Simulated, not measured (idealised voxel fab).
Module name: voxel spacer lines (process module)
Section cut is 150 nm wide and gridded with 5 nm square cells.
Reading order for cross-sections: top band down to bottom band. Underlying form: a grid of square cells. Band size: one or more rows of cells.
Read a band's entry like this: the first values are the height of its top and the height of its bottom in nm, and what follows is the sequence of materials from left to right, each with its width in nm. Note that "empty" is empty space, and that a single material marked "all across" reaches across the band from edge to edge.
For the purposes of this specification, 0 denotes the height below which the wafer in its as-received condition is composed wholly of one material, and the lowermost band, lacking a lower limit, extends downward without end, as expressed in "0 nm and below".
Graded width ("30->40"): value in top row of band = first number; value in bottom row = second number; row-to-row change constant.
"nothing different" -> step changed no cross-section cell.
Any empty space of 8 cells or more lacking an open way to the top shows up in "Enclosed cavity list" as width x height at distance, distance from the left edge, in nm.
Text after the settings on a step's line: the simulator's own remark on that step.
The line of a step may include "overlay nm". On a step with a mask, this value is how far to the right of its planned place the mask lay. A negative value means the mask lay to the left.
From here on the document is pairs. In a pair, the cross-section before one process step comes with the cross-section after it, and the latter goes no deeper than the lowest band that changed. What lies in between, the step and its settings, is written under the pair. A pair may be from a different run of this module on the same starting wafer than the pair above it, so it continues from that pair only where its entry headed "Pre-step snapshot" says so.
-- Pre-step snapshot
  0 nm and below = Si all across
  Enclosed cavity list: none
-- Resulting Cross-Section
  10 nm to 0 nm = Al2O3 all across
  Below 0, no change.
  Enclosed cavity list: none
As a process note, the step between the before and after cross-sections shown above is CONFORMAL_DEP [material Al2O3] [thk nm 10]
Pre-step snapshot: the state before this step is the cross-section shown after the step in the pair just above.
-- Resulting Cross-Section
  25 nm to 10 nm = TiN all across
  Below 10, no change.
  Enclosed cavity list: none
As a process note, the step between the before and after cross-sections shown above is DIRECTIONAL_DEP [material TiN] [thk nm 15]
Pre-step snapshot: the state before this step is the cross-section shown after the step in the pair just above.
-- Resulting Cross-Section
  55 nm to 25 nm = polySi all across
  Below 25, no change.
  Enclosed cavity list: none
As a process note, the step between the before and after cross-sections shown above is DIRECTIONAL_DEP [material polySi] [thk nm 30]
Pre-step snapshot: the state before this step is the cross-section shown after the step in the pair just above.
-- Resulting Cross-Section
  95 nm to 55 nm = empty 35 / resist 20 / empty 40 / resist 20 / empty 35
  Below 55, no change.
  Enclosed cavity list: none
As a process note, the step between the before and after cross-sections shown above is PATTERN [tone cover] [mask id MANDREL] [material resist] [width nm 20] [pitch nm 60] [thk nm 40] [overlay nm 0]
Pre-step snapshot: the state before this step is the cross-section shown after the step in the pair just above.
-- Resulting Cross-Section
  95 nm to 55 nm = empty 35 / resist 20 / empty 40 / resist 20 / empty 35
  55 nm to 25 nm = empty 35 / polySi 20 / empty 40 / polySi 20 / empty 35
  Below 25, no change.
  Enclosed cavity list: none
As a process note, the step between the before and after cross-sections shown above is DIRECTIONAL_ETCH [etch materials polySi] [depth nm 30]
Pre-step snapshot: the state before this step is the cross-section shown after the step in the pair just above.
-- Resulting Cross-Section
  55 nm to 25 nm = empty 35 / polySi 20 / empty 40 / polySi 20 / empty 35
  Below 25, no change.
  Enclosed cavity list: none
As a process note, the step between the before and after cross-sections shown above is STRIP [etch materials resist]
Pre-step snapshot: the state before this step is the cross-section shown after the step in the pair just above.
-- Resulting Cross-Section
  65 nm to 55 nm = empty 25 / SiN 40 / empty 20 / SiN 40 / empty 25
  55 nm to 35 nm = empty 25 / SiN 10 / polySi 20 / SiN 10 / empty 20 / SiN 10 / polySi 20 / SiN 10 / empty 25
  35 nm to 25 nm = SiN 35 / polySi 20 / SiN 40 / polySi 20 / SiN 35
  Below 25, no change.
  Enclosed cavity list: none
As a process note, the step between the before and after cross-sections shown above is CONFORMAL_DEP [material SiN] [thk nm 10]
Pre-step snapshot: the state before this step is the cross-section shown after the step in the pair just above.
-- Resulting Cross-Section
  55 nm to 25 nm = empty 25 / SiN 10 / polySi 20 / SiN 10 / empty 20 / SiN 10 / polySi 20 / SiN 10 / empty 25
  Below 25, no change.
  Enclosed cavity list: none
As a process note, the step between the before and after cross-sections shown above is DIRECTIONAL_ETCH [etch materials SiN] [depth nm 10]
Pre-step snapshot: the state before this step is the cross-section shown after the step in the pair just above.
-- Resulting Cross-Section
  55 nm to 25 nm = empty 25 / SiN 10 / empty 20 / SiN 10 / empty 20 / SiN 10 / empty 20 / SiN 10 / empty 25
  Below 25, no change.
  Enclosed cavity list: none
As a process note, the step between the before and after cross-sections shown above is STRIP [etch materials polySi]
Pre-step snapshot: the state before this step is the cross-section shown after the step in the pair just above.
-- Resulting Cross-Section
  55 nm to 25 nm = empty 25 / SiN 10 / empty 20 / SiN 10 / empty 20 / SiN 10 / empty 20 / SiN 10 / empty 25
  25 nm to 10 nm = empty 25 / TiN 10 / empty 20 / TiN 10 / empty 20 / TiN 10 / empty 20 / TiN 10 / empty 25
  Below 10, no change.
  Enclosed cavity list: none
As a process note, the step between the before and after cross-sections shown above is DIRECTIONAL_ETCH [etch materials TiN] [depth nm 15]
Pre-step snapshot: the state before this step is the cross-section shown after the step in the pair just above.
-- Resulting Cross-Section
  25 nm to 10 nm = empty 25 / TiN 10 / empty 20 / TiN 10 / empty 20 / TiN 10 / empty 20 / TiN 10 / empty 25
  Below 10, no change.
  Enclosed cavity list: none
As a process note, the step between the before and after cross-sections shown above is STRIP [etch materials SiN]
Pre-step snapshot: the state before this step is the cross-section shown after the step in the pair just above.
-- Resulting Cross-Section
  35 nm to 25 nm = lowk all across
  25 nm to 10 nm = lowk 25 / TiN 10 / lowk 20 / TiN 10 / lowk 20 / TiN 10 / lowk 20 / TiN 10 / lowk 25
  Below 10, no change.
  Enclosed cavity list: none
As a process note, the step between the before and after cross-sections shown above is FILL_DEP [material lowk] [thk nm 10]
Pre-step snapshot: the state before this step is the cross-section shown after the step in the pair just above.
-- Resulting Cross-Section
  25 nm to 10 nm = lowk 25 / TiN 10 / lowk 20 / TiN 10 / lowk 20 / TiN 10 / lowk 20 / TiN 10 / lowk 25
  Below 10, no change.
  Enclosed cavity list: none
As a process note, the step between the before and after cross-sections shown above is CMP [height nm 25]
-- Pre-step snapshot
  0 nm and below = Si all across
  Enclosed cavity list: none
-- Resulting Cross-Section
  15 nm to 0 nm = TiN all across
  Below 0, no change.
  Enclosed cavity list: none
As a process note, the step between the before and after cross-sections shown above is DIRECTIONAL_DEP [material TiN] [thk nm 15]
Pre-step snapshot: the state before this step is the cross-section shown after the step in the pair just above.
-- Resulting Cross-Section
  45 nm to 15 nm = polySi all across
  Below 15, no change.
  Enclosed cavity list: none
As a process note, the step between the before and after cross-sections shown above is DIRECTIONAL_DEP [material polySi] [thk nm 30]
Pre-step snapshot: the state before this step is the cross-section shown after the step in the pair just above.
-- Resulting Cross-Section
  85 nm to 45 nm = empty 35 / resist 20 / empty 40 / resist 20 / empty 35
  Below 45, no change.
  Enclosed cavity list: none
As a process note, the step between the before and after cross-sections shown above is PATTERN [tone cover] [mask id MANDREL] [material resist] [width nm 20] [pitch nm 60] [thk nm 40] [overlay nm 0]
Pre-step snapshot: the state before this step is the cross-section shown after the step in the pair just above.
-- Resulting Cross-Section
  85 nm to 45 nm = empty 35 / resist 20 / empty 40 / resist 20 / empty 35
  45 nm to 15 nm = empty 35 / polySi 20 / empty 40 / polySi 20 / empty 35
  Below 15, no change.
  Enclosed cavity list: none
As a process note, the step between the before and after cross-sections shown above is DIRECTIONAL_ETCH [etch materials polySi] [depth nm 30]
Pre-step snapshot: the state before this step is the cross-section shown after the step in the pair just above.
-- Resulting Cross-Section
  45 nm to 15 nm = empty 35 / polySi 20 / empty 40 / polySi 20 / empty 35
  Below 15, no change.
  Enclosed cavity list: none
As a process note, the step between the before and after cross-sections shown above is STRIP [etch materials resist]
Pre-step snapshot: the state before this step is the cross-section shown after the step in the pair just above.
-- Resulting Cross-Section
  55 nm to 45 nm = empty 25 / SiN 40 / empty 20 / SiN 40 / empty 25
  45 nm to 25 nm = empty 25 / SiN 10 / polySi 20 / SiN 10 / empty 20 / SiN 10 / polySi 20 / SiN 10 / empty 25
  25 nm to 15 nm = SiN 35 / polySi 20 / SiN 40 / polySi 20 / SiN 35
  Below 15, no change.
  Enclosed cavity list: none
As a process note, the step between the before and after cross-sections shown above is CONFORMAL_DEP [material SiN] [thk nm 10]
Pre-step snapshot: the state before this step is the cross-section shown after the step in the pair just above.
-- Resulting Cross-Section
  45 nm to 15 nm = empty 25 / SiN 10 / polySi 20 / SiN 10 / empty 20 / SiN 10 / polySi 20 / SiN 10 / empty 25
  Below 15, no change.
  Enclosed cavity list: none
As a process note, the step between the before and after cross-sections shown above is DIRECTIONAL_ETCH [etch materials SiN] [depth nm 10]
Pre-step snapshot: the state before this step is the cross-section shown after the step in the pair just above.
-- Resulting Cross-Section
  45 nm to 15 nm = empty 25 / SiN 10 / empty 20 / SiN 10 / empty 20 / SiN 10 / empty 20 / SiN 10 / empty 25
  Below 15, no change.
  Enclosed cavity list: none
As a process note, the step between the before and after cross-sections shown above is STRIP [etch materials polySi]
Pre-step snapshot: the state before this step is the cross-section shown after the step in the pair just above.
-- Resulting Cross-Section
  45 nm to 15 nm = empty 25 / SiN 10 / empty 20 / SiN 10 / empty 20 / SiN 10 / empty 20 / SiN 10 / empty 25
  15 nm to 0 nm = empty 25 / TiN 10 / empty 20 / TiN 10 / empty 20 / TiN 10 / empty 20 / TiN 10 / empty 25
  Below 0, no change.
  Enclosed cavity list: none
As a process note, the step between the before and after cross-sections shown above is DIRECTIONAL_ETCH [etch materials TiN] [depth nm 15]
Pre-step snapshot: the state before this step is the cross-section shown after the step in the pair just above.
-- Resulting Cross-Section
  15 nm to 0 nm = empty 25 / TiN 10 / empty 20 / TiN 10 / empty 20 / TiN 10 / empty 20 / TiN 10 / empty 25
  Below 0, no change.
  Enclosed cavity list: none
As a process note, the step between the before and after cross-sections shown above is STRIP [etch materials SiN]
Pre-step snapshot: the state before this step is the cross-section shown after the step in the pair just above.
-- Resulting Cross-Section
  25 nm to 15 nm = lowk all across
  15 nm to 0 nm = lowk 25 / TiN 10 / lowk 20 / TiN 10 / lowk 20 / TiN 10 / lowk 20 / TiN 10 / lowk 25
  Below 0, no change.
  Enclosed cavity list: none
As a process note, the step between the before and after cross-sections shown above is FILL_DEP [material lowk] [thk nm 10]
-- Pre-step snapshot
  10 nm to 0 nm = Al2O3 all across
  0 nm and below = Si all across
  Enclosed cavity list: none
-- Resulting Cross-Section
  40 nm to 10 nm = polySi all across
  Below 10, no change.
  Enclosed cavity list: none
As a process note, the step between the before and after cross-sections shown above is DIRECTIONAL_DEP [material polySi] [thk nm 30]
Pre-step snapshot: the state before this step is the cross-section shown after the step in the pair just above.
-- Resulting Cross-Section
  55 nm to 40 nm = TiN all across
  Below 40, no change.
  Enclosed cavity list: none
As a process note, the step between the before and after cross-sections shown above is DIRECTIONAL_DEP [material TiN] [thk nm 15]
Pre-step snapshot: the state before this step is the cross-section shown after the step in the pair just above.
-- Resulting Cross-Section
  95 nm to 55 nm = empty 35 / resist 20 / empty 40 / resist 20 / empty 35
  Below 55, no change.
  Enclosed cavity list: none
As a process note, the step between the before and after cross-sections shown above is PATTERN [tone cover] [mask id MANDREL] [material resist] [width nm 20] [pitch nm 60] [thk nm 40] [overlay nm 0]
Pre-step snapshot: the state before this step is the cross-section shown after the step in the pair just above.
-- Resulting Cross-Section
  55 nm to 40 nm = TiN all across
  Below 40, no change.
  Enclosed cavity list: none
As a process note, the step between the before and after cross-sections shown above is STRIP [etch materials resist]
Pre-step snapshot: the state before this step is the cross-section shown after the step in the pair just above.
-- Resulting Cross-Section
  65 nm to 55 nm = SiN all across
  Below 55, no change.
  Enclosed cavity list: none
As a process note, the step between the before and after cross-sections shown above is CONFORMAL_DEP [material SiN] [thk nm 10]
Pre-step snapshot: the state before this step is the cross-section shown after the step in the pair just above.
-- Resulting Cross-Section
  55 nm to 40 nm = TiN all across
  Below 40, no change.
  Enclosed cavity list: none
As a process note, the step between the before and after cross-sections shown above is DIRECTIONAL_ETCH [etch materials SiN] [depth nm 10]
Pre-step snapshot: the state before this step is the cross-section shown after the step in the pair just above.
-- Resulting Cross-Section
  40 nm to 10 nm = polySi all across
  Below 10, no change.
  Enclosed cavity list: none
As a process note, the step between the before and after cross-sections shown above is DIRECTIONAL_ETCH [etch materials TiN] [depth nm 15]
Pre-step snapshot: the state before this step is the cross-section shown after the step in the pair just above.
-- Resulting Cross-Section
  50 nm to 40 nm = lowk all across
  Below 40, no change.
  Enclosed cavity list: none
As a process note, the step between the before and after cross-sections shown above is FILL_DEP [material lowk] [thk nm 10]
Pre-step snapshot: the state before this step is the cross-section shown after the step in the pair just above.
-- Resulting Cross-Section
  25 nm to 10 nm = polySi all across
  Below 10, no change.
  Enclosed cavity list: none
As a process note, the step between the before and after cross-sections shown above is CMP [height nm 25]
-- Pre-step snapshot
  0 nm and below = Si all across
  Enclosed cavity list: none
-- Resulting Cross-Section
  15 nm to 0 nm = Al2O3 all across
  Below 0, no change.
  Enclosed cavity list: none
As a process note, the step between the before and after cross-sections shown above is CONFORMAL_DEP [material Al2O3] [thk nm 15]
Pre-step snapshot: the state before this step is the cross-section shown after the step in the pair just above.
-- Resulting Cross-Section
  30 nm to 15 nm = TiN all across
  Below 15, no change.
  Enclosed cavity list: none
As a process note, the step between the before and after cross-sections shown above is DIRECTIONAL_DEP [material TiN] [thk nm 15]
Pre-step snapshot: the state before this step is the cross-section shown after the step in the pair just above.
-- Resulting Cross-Section
  60 nm to 30 nm = polySi all across
  Below 30, no change.
  Enclosed cavity list: none
As a process note, the step between the before and after cross-sections shown above is DIRECTIONAL_DEP [material polySi] [thk nm 30]
Pre-step snapshot: the state before this step is the cross-section shown after the step in the pair just above.
-- Resulting Cross-Section
  100 nm to 60 nm = empty 35 / resist 20 / empty 40 / resist 20 / empty 35
  Below 60, no change.
  Enclosed cavity list: none
As a process note, the step between the before and after cross-sections shown above is PATTERN [tone cover] [mask id MANDREL] [material resist] [width nm 20] [pitch nm 60] [thk nm 40] [overlay nm 0]
Pre-step snapshot: the state before this step is the cross-section shown after the step in the pair just above.
-- Resulting Cross-Section
  100 nm to 60 nm = empty 35 / resist 20 / empty 40 / resist 20 / empty 35
  60 nm to 30 nm = empty 35 / polySi 20 / empty 40 / polySi 20 / empty 35
  Below 30, no change.
  Enclosed cavity list: none
As a process note, the step between the before and after cross-sections shown above is DIRECTIONAL_ETCH [etch materials polySi] [depth nm 30]
Pre-step snapshot: the state before this step is the cross-section shown after the step in the pair just above.
-- Resulting Cross-Section
  60 nm to 30 nm = empty 35 / polySi 20 / empty 40 / polySi 20 / empty 35
  Below 30, no change.
  Enclosed cavity list: none
As a process note, the step between the before and after cross-sections shown above is STRIP [etch materials resist]
Pre-step snapshot: the state before this step is the cross-section shown after the step in the pair just above.
-- Resulting Cross-Section
  70 nm to 60 nm = empty 25 / SiN 40 / empty 20 / SiN 40 / empty 25
  60 nm to 40 nm = empty 25 / SiN 10 / polySi 20 / SiN 10 / empty 20 / SiN 10 / polySi 20 / SiN 10 / empty 25
  40 nm to 30 nm = SiN 35 / polySi 20 / SiN 40 / polySi 20 / SiN 35
  Below 30, no change.
  Enclosed cavity list: none
As a process note, the step between the before and after cross-sections shown above is CONFORMAL_DEP [material SiN] [thk nm 10]
Pre-step snapshot: the state before this step is the cross-section shown after the step in the pair just above.
-- Resulting Cross-Section
  60 nm to 30 nm = empty 25 / SiN 10 / polySi 20 / SiN 10 / empty 20 / SiN 10 / polySi 20 / SiN 10 / empty 25
  Below 30, no change.
  Enclosed cavity list: none
As a process note, the step between the before and after cross-sections shown above is DIRECTIONAL_ETCH [etch materials SiN] [depth nm 10]
Pre-step snapshot: the state before this step is the cross-section shown after the step in the pair just above.
-- Resulting Cross-Section
  60 nm to 30 nm = empty 25 / SiN 10 / empty 20 / SiN 10 / empty 20 / SiN 10 / empty 20 / SiN 10 / empty 25
  Below 30, no change.
  Enclosed cavity list: none
As a process note, the step between the before and after cross-sections shown above is STRIP [etch materials polySi]
Pre-step snapshot: the state before this step is the cross-section shown after the step in the pair just above.
-- Resulting Cross-Section
  60 nm to 30 nm = empty 25 / SiN 10 / empty 20 / SiN 10 / empty 20 / SiN 10 / empty 20 / SiN 10 / empty 25
  30 nm to 15 nm = empty 25 / TiN 10 / empty 20 / TiN 10 / empty 20 / TiN 10 / empty 20 / TiN 10 / empty 25
  Below 15, no change.
  Enclosed cavity list: none
As a process note, the step between the before and after cross-sections shown above is DIRECTIONAL_ETCH [etch materials TiN] [depth nm 15]
Pre-step snapshot: the state before this step is the cross-section shown after the step in the pair just above.
-- Resulting Cross-Section
  30 nm to 15 nm = empty 25 / TiN 10 / empty 20 / TiN 10 / empty 20 / TiN 10 / empty 20 / TiN 10 / empty 25
  Below 15, no change.
  Enclosed cavity list: none
As a process note, the step between the before and after cross-sections shown above is STRIP [etch materials SiN]
Pre-step snapshot: the state before this step is the cross-section shown after the step in the pair just above.
-- Resulting Cross-Section
  40 nm to 30 nm = lowk all across
  30 nm to 15 nm = lowk 25 / TiN 10 / lowk 20 / TiN 10 / lowk 20 / TiN 10 / lowk 20 / TiN 10 / lowk 25
  Below 15, no change.
  Enclosed cavity list: none
As a process note, the step between the before and after cross-sections shown above is FILL_DEP [material lowk] [thk nm 10]
Pre-step snapshot: the state before this step is the cross-section shown after the step in the pair just above.
-- Resulting Cross-Section
  25 nm to 15 nm = lowk 25 / TiN 10 / lowk 20 / TiN 10 / lowk 20 / TiN 10 / lowk 20 / TiN 10 / lowk 25
  Below 15, no change.
  Enclosed cavity list: none
As a process note, the step between the before and after cross-sections shown above is CMP [height nm 25]
-- Pre-step snapshot
  55 nm to 25 nm = polySi all across
  25 nm to 10 nm = TiN all across
  10 nm to 0 nm = Al2O3 all across
  0 nm and below = Si all across
  Enclosed cavity list: none
-- Resulting Cross-Section
  95 nm to 55 nm = empty 40 / resist 15 / empty 45 / resist 15 / empty 35
  Below 55, no change.
  Enclosed cavity list: none
As a process note, the step between the before and after cross-sections shown above is PATTERN [tone cover] [mask id MANDREL] [material resist] [width nm 15] [pitch nm 60] [thk nm 40] [overlay nm 0]
Pre-step snapshot: the state before this step is the cross-section shown after the step in the pair just above.
-- Resulting Cross-Section
  95 nm to 55 nm = empty 40 / resist 15 / empty 45 / resist 15 / empty 35
  55 nm to 25 nm = empty 40 / polySi 15 / empty 45 / polySi 15 / empty 35
  Below 25, no change.
  Enclosed cavity list: none
As a process note, the step between the before and after cross-sections shown above is DIRECTIONAL_ETCH [etch materials polySi] [depth nm 30]
Pre-step snapshot: the state before this step is the cross-section shown after the step in the pair just above.
-- Resulting Cross-Section
  55 nm to 25 nm = empty 40 / polySi 15 / empty 45 / polySi 15 / empty 35
  Below 25, no change.
  Enclosed cavity list: none
As a process note, the step between the before and after cross-sections shown above is STRIP [etch materials resist]
Pre-step snapshot: the state before this step is the cross-section shown after the step in the pair just above.
-- Resulting Cross-Section
  65 nm to 55 nm = empty 30 / SiN 35 / empty 25 / SiN 35 / empty 25
  55 nm to 35 nm = empty 30 / SiN 10 / polySi 15 / SiN 10 / empty 25 / SiN 10 / polySi 15 / SiN 10 / empty 25
  35 nm to 25 nm = SiN 40 / polySi 15 / SiN 45 / polySi 15 / SiN 35
  Below 25, no change.
  Enclosed cavity list: none
As a process note, the step between the before and after cross-sections shown above is CONFORMAL_DEP [material SiN] [thk nm 10]
Pre-step snapshot: the state before this step is the cross-section shown after the step in the pair just above.
-- Resulting Cross-Section
  55 nm to 25 nm = empty 30 / SiN 10 / polySi 15 / SiN 10 / empty 25 / SiN 10 / polySi 15 / SiN 10 / empty 25
  Below 25, no change.
  Enclosed cavity list: none
As a process note, the step between the before and after cross-sections shown above is DIRECTIONAL_ETCH [etch materials SiN] [depth nm 10]
Pre-step snapshot: the state before this step is the cross-section shown after the step in the pair just above.
-- Resulting Cross-Section
  55 nm to 25 nm = empty 30 / SiN 10 / empty 15 / SiN 10 / empty 25 / SiN 10 / empty 15 / SiN 10 / empty 25
  Below 25, no change.
  Enclosed cavity list: none
As a process note, the step between the before and after cross-sections shown above is STRIP [etch materials polySi]
Pre-step snapshot: the state before this step is the cross-section shown after the step in the pair just above.
-- Resulting Cross-Section
  55 nm to 25 nm = empty 30 / SiN 10 / empty 15 / SiN 10 / empty 25 / SiN 10 / empty 15 / SiN 10 / empty 25
  25 nm to 10 nm = empty 30 / TiN 10 / empty 15 / TiN 10 / empty 25 / TiN 10 / empty 15 / TiN 10 / empty 25
  Below 10, no change.
  Enclosed cavity list: none
As a process note, the step between the before and after cross-sections shown above is DIRECTIONAL_ETCH [etch materials TiN] [depth nm 15]
Pre-step snapshot: the state before this step is the cross-section shown after the step in the pair just above.
-- Resulting Cross-Section
  25 nm to 10 nm = empty 30 / TiN 10 / empty 15 / TiN 10 / empty 25 / TiN 10 / empty 15 / TiN 10 / empty 25
  Below 10, no change.
  Enclosed cavity list: none
As a process note, the step between the before and after cross-sections shown above is STRIP [etch materials SiN]
Pre-step snapshot: the state before this step is the cross-section shown after the step in the pair just above.
-- Resulting Cross-Section
  35 nm to 25 nm = lowk all across
  25 nm to 10 nm = lowk 30 / TiN 10 / lowk 15 / TiN 10 / lowk 25 / TiN 10 / lowk 15 / TiN 10 / lowk 25
  Below 10, no change.
  Enclosed cavity list: none
As a process note, the step between the before and after cross-sections shown above is FILL_DEP [material lowk] [thk nm 10]
Pre-step snapshot: the state before this step is the cross-section shown after the step in the pair just above.
-- Resulting Cross-Section
  25 nm to 10 nm = lowk 30 / TiN 10 / lowk 15 / TiN 10 / lowk 25 / TiN 10 / lowk 15 / TiN 10 / lowk 25
  Below 10, no change.
  Enclosed cavity list: none
As a process note, the step between the before and after cross-sections shown above is CMP [height nm 25]
-- Pre-step snapshot
  55 nm to 25 nm = polySi all across
  25 nm to 10 nm = TiN all across
  10 nm to 0 nm = Al2O3 all across
  0 nm and below = Si all across
  Enclosed cavity list: none
-- Resulting Cross-Section
  95 nm to 55 nm = empty 30 / resist 20 / empty 40 / resist 20 / empty 40
  Below 55, no change.
  Enclosed cavity list: none
As a process note, the step between the before and after cross-sections shown above is PATTERN [tone cover] [mask id MANDREL] [material resist] [width nm 20] [pitch nm 60] [thk nm 40] [overlay nm -5]
Pre-step snapshot: the state before this step is the cross-section shown after the step in the pair just above.
-- Resulting Cross-Section
  95 nm to 55 nm = empty 30 / resist 20 / empty 40 / resist 20 / empty 40
  55 nm to 25 nm = empty 30 / polySi 20 / empty 40 / polySi 20 / empty 40
  Below 25, no change.
  Enclosed cavity list: none
As a process note, the step between the before and after cross-sections shown above is DIRECTIONAL_ETCH [etch materials polySi] [depth nm 30]
Pre-step snapshot: the state before this step is the cross-section shown after the step in the pair just above.
-- Resulting Cross-Section
  55 nm to 25 nm = empty 30 / polySi 20 / empty 40 / polySi 20 / empty 40
  Below 25, no change.
  Enclosed cavity list: none
As a process note, the step between the before and after cross-sections shown above is STRIP [etch materials resist]
Pre-step snapshot: the state before this step is the cross-section shown after the step in the pair just above.
-- Resulting Cross-Section
  65 nm to 55 nm = empty 20 / SiN 40 / empty 20 / SiN 40 / empty 30
  55 nm to 35 nm = empty 20 / SiN 10 / polySi 20 / SiN 10 / empty 20 / SiN 10 / polySi 20 / SiN 10 / empty 30
  35 nm to 25 nm = SiN 30 / polySi 20 / SiN 40 / polySi 20 / SiN 40
  Below 25, no change.
  Enclosed cavity list: none
As a process note, the step between the before and after cross-sections shown above is CONFORMAL_DEP [material SiN] [thk nm 10]
Pre-step snapshot: the state before this step is the cross-section shown after the step in the pair just above.
-- Resulting Cross-Section
  55 nm to 25 nm = empty 20 / SiN 10 / polySi 20 / SiN 10 / empty 20 / SiN 10 / polySi 20 / SiN 10 / empty 30
  Below 25, no change.
  Enclosed cavity list: none
As a process note, the step between the before and after cross-sections shown above is DIRECTIONAL_ETCH [etch materials SiN] [depth nm 10]
Pre-step snapshot: the state before this step is the cross-section shown after the step in the pair just above.
-- Resulting Cross-Section
  55 nm to 25 nm = empty 20 / SiN 10 / empty 20 / SiN 10 / empty 20 / SiN 10 / empty 20 / SiN 10 / empty 30
  Below 25, no change.
  Enclosed cavity list: none
As a process note, the step between the before and after cross-sections shown above is STRIP [etch materials polySi]
Pre-step snapshot: the state before this step is the cross-section shown after the step in the pair just above.
-- Resulting Cross-Section
  55 nm to 25 nm = empty 20 / SiN 10 / empty 20 / SiN 10 / empty 20 / SiN 10 / empty 20 / SiN 10 / empty 30
  25 nm to 10 nm = empty 20 / TiN 10 / empty 20 / TiN 10 / empty 20 / TiN 10 / empty 20 / TiN 10 / empty 30
  Below 10, no change.
  Enclosed cavity list: none
As a process note, the step between the before and after cross-sections shown above is DIRECTIONAL_ETCH [etch materials TiN] [depth nm 15]
Pre-step snapshot: the state before this step is the cross-section shown after the step in the pair just above.
-- Resulting Cross-Section
  25 nm to 10 nm = empty 20 / TiN 10 / empty 20 / TiN 10 / empty 20 / TiN 10 / empty 20 / TiN 10 / empty 30
  Below 10, no change.
  Enclosed cavity list: none
As a process note, the step between the before and after cross-sections shown above is STRIP [etch materials SiN]
Pre-step snapshot: the state before this step is the cross-section shown after the step in the pair just above.
-- Resulting Cross-Section
  35 nm to 25 nm = lowk all across
  25 nm to 10 nm = lowk 20 / TiN 10 / lowk 20 / TiN 10 / lowk 20 / TiN 10 / lowk 20 / TiN 10 / lowk 30
  Below 10, no change.
  Enclosed cavity list: none
As a process note, the step between the before and after cross-sections shown above is FILL_DEP [material lowk] [thk nm 10]
Pre-step snapshot: the state before this step is the cross-section shown after the step in the pair just above.
-- Resulting Cross-Section
  25 nm to 10 nm = lowk 20 / TiN 10 / lowk 20 / TiN 10 / lowk 20 / TiN 10 / lowk 20 / TiN 10 / lowk 30
  Below 10, no change.
  Enclosed cavity list: none
As a process note, the step between the before and after cross-sections shown above is CMP [height nm 25]
-- Pre-step snapshot
  25 nm to 10 nm = empty 25 / TiN 10 / empty 20 / TiN 10 / empty 20 / TiN 10 / empty 20 / TiN 10 / empty 25
  10 nm to 0 nm = Al2O3 all across
  0 nm and below = Si all across
  Enclosed cavity list: none
-- Resulting Cross-Section
  35 nm to 25 nm = Al2O3 all across
  25 nm to 10 nm = Al2O3 25 / TiN 10 / Al2O3 20 / TiN 10 / Al2O3 20 / TiN 10 / Al2O3 20 / TiN 10 / Al2O3 25
  Below 10, no change.
  Enclosed cavity list: none
As a process note, the step between the before and after cross-sections shown above is FILL_DEP [material Al2O3] [thk nm 10]
Pre-step snapshot: the state before this step is the cross-section shown after the step in the pair just above.
-- Resulting Cross-Section
  25 nm to 10 nm = Al2O3 25 / TiN 10 / Al2O3 20 / TiN 10 / Al2O3 20 / TiN 10 / Al2O3 20 / TiN 10 / Al2O3 25
  Below 10, no change.
  Enclosed cavity list: none
As a process note, the step between the before and after cross-sections shown above is CMP [height nm 25]
